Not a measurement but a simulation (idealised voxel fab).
The following is a process module called voxel ribs on slabs.
Cross-section cut: width 275 nm, square cells of 5 nm.
In what follows, cross-sections appear as grids of square cells, described through bands that run from the top down, where every band is one or more rows of cells.
Heights first: top, then bottom, in nm. Then materials, left to right, each with a width in nm. "everywhere" on a single material: fills the band edge to edge. "empty": empty space.
Beneath 0, the wafer as received is one material, and that level is where height counting begins. The lowest band goes on downward without a bottom; it is written like "from 0 down".
Width "30 to 40": first value at the band's top row of cells, second value at its bottom row, equal change from row to row.
You'll sometimes find "changes: none" written for a step, and that's the way of saying that nowhere in the cross-section did a cell change during that step.
The list in "Closed empty spaces" covers empty spaces of 8 cells or more that cannot reach the top through any open way, and it gives each as width x height at distance; the distance is from the left edge, and width, height and distance are in nm.
Heads up: the bit after the settings on a step's line is the simulator's remark on that step.
If you see "overlay nm" on a step's line and that step has a mask, it's telling you how far right of where it was planned the mask ended up; a negative number means it went left instead.
Intended process steps:
1 RECEIVE [material Si]
2 DIRECTIONAL_DEP [material SiO2] [thk nm 25]
3 DIRECTIONAL_DEP [material SiN] [thk nm 25]
4 PATTERN [tone cover] [mask id RIB] [material resist] [width nm 25] [thk nm 15] [overlay nm 0]
5 DIRECTIONAL_ETCH [etch materials SiN] [depth nm 20]
6 STRIP [etch materials resist]
7 MASKED_ETCH [tone cover] [mask id SLAB] [width nm 85] [etch materials SiN] [depth nm 5] [overlay nm 0]
8 FILL_DEP [material SiO2] [thk nm 25]
9 CMP [height nm 70]
10 DIRECTIONAL_DEP [material W] [thk nm 5]
11 MASKED_ETCH [tone cover] [mask id HEATER] [width nm 35] [etch materials W] [depth nm 5] [overlay nm 0]
12 CONFORMAL_DEP [material SiO2] [thk nm 10]
First wafer, two in total, run as planned:
The cross-section here shows the wafer as received, i.e. in its state after step 1:
- from 0 down | Si everywhere
- Closed empty spaces: none
Upon completion of step 2, the wafer appears in cross-section as shown:
- from 25 to 0 | SiO2 everywhere
- Rest of section, below 0: as before.
Upon completion of step 3, the wafer appears in cross-section as shown:
- from 50 to 25 | SiN everywhere
- Rest of section, below 25: as before.
Upon completion of step 4, the wafer appears in cross-section as shown:
- from 65 to 50 | 125 nm empty | 25 nm resist | 125 nm empty
- Rest of section, below 50: as before.
Upon completion of step 5, the wafer appears in cross-section as shown:
- from 65 to 50 | 125 nm empty | 25 nm resist | 125 nm empty
- from 50 to 30 | 125 nm empty | 25 nm SiN | 125 nm empty
- Rest of section, below 30: as before.
Upon completion of step 6, the wafer appears in cross-section as shown:
- from 50 to 30 | 125 nm empty | 25 nm SiN | 125 nm empty
- Rest of section, below 30: as before.
Upon completion of step 7, the wafer appears in cross-section as shown:
- from 50 to 30 | 125 nm empty | 25 nm SiN | 125 nm empty
- from 30 to 25 | 95 nm empty | 85 nm SiN | 95 nm empty
- Rest of section, below 25: as before.
Upon completion of step 8, the wafer appears in cross-section as shown:
- from 75 to 50 | SiO2 everywhere
- from 50 to 30 | 125 nm SiO2 | 25 nm SiN | 125 nm SiO2
- from 30 to 25 | 95 nm SiO2 | 85 nm SiN | 95 nm SiO2
- Rest of section, below 25: as before.
Upon completion of step 9, the wafer appears in cross-section as shown:
- from 70 to 50 | SiO2 everywhere
- Rest of section, below 50: as before.
Upon completion of step 10, the wafer appears in cross-section as shown:
- from 75 to 70 | W everywhere
- Rest of section, below 70: as before.
Upon completion of step 11, the wafer appears in cross-section as shown:
- from 75 to 70 | 120 nm empty | 35 nm W | 120 nm empty
- Rest of section, below 70: as before.
Upon completion of step 12, the wafer appears in cross-section as shown:
- from 85 to 80 | 110 nm empty | 55 nm SiO2 | 110 nm empty
- from 80 to 75 | SiO2 everywhere
- from 75 to 70 | 120 nm SiO2 | 35 nm W | 120 nm SiO2
- Rest of section, below 70: as before.
Second wafer: same start and same plan as the first, one execution error; identical to the first through step 10:
Second wafer cross-section, taken as of the time the plan sets for step 11 to be done:
- from 75 to 70 | 125 nm empty | 35 nm W | 115 nm empty
- Rest of section, below 70: as before.
Second wafer cross-section, taken as of the time the plan sets for step 12 to be done:
- from 85 to 80 | 115 nm empty | 55 nm SiO2 | 105 nm empty
- from 80 to 75 | SiO2 everywhere
- from 75 to 70 | 125 nm SiO2 | 35 nm W | 115 nm SiO2
- Rest of section, below 70: as before.
Where did the run depart from the plan? the process deviated at step 11: the operation and settings actually run there were MASKED_ETCH [tone cover] [mask id HEATER] [width nm 35] [etch materials W] [depth nm 5] [overlay nm 5]
So at the finish, the second wafer's got exactly as many cells of each material as the first, just not in the same spots.
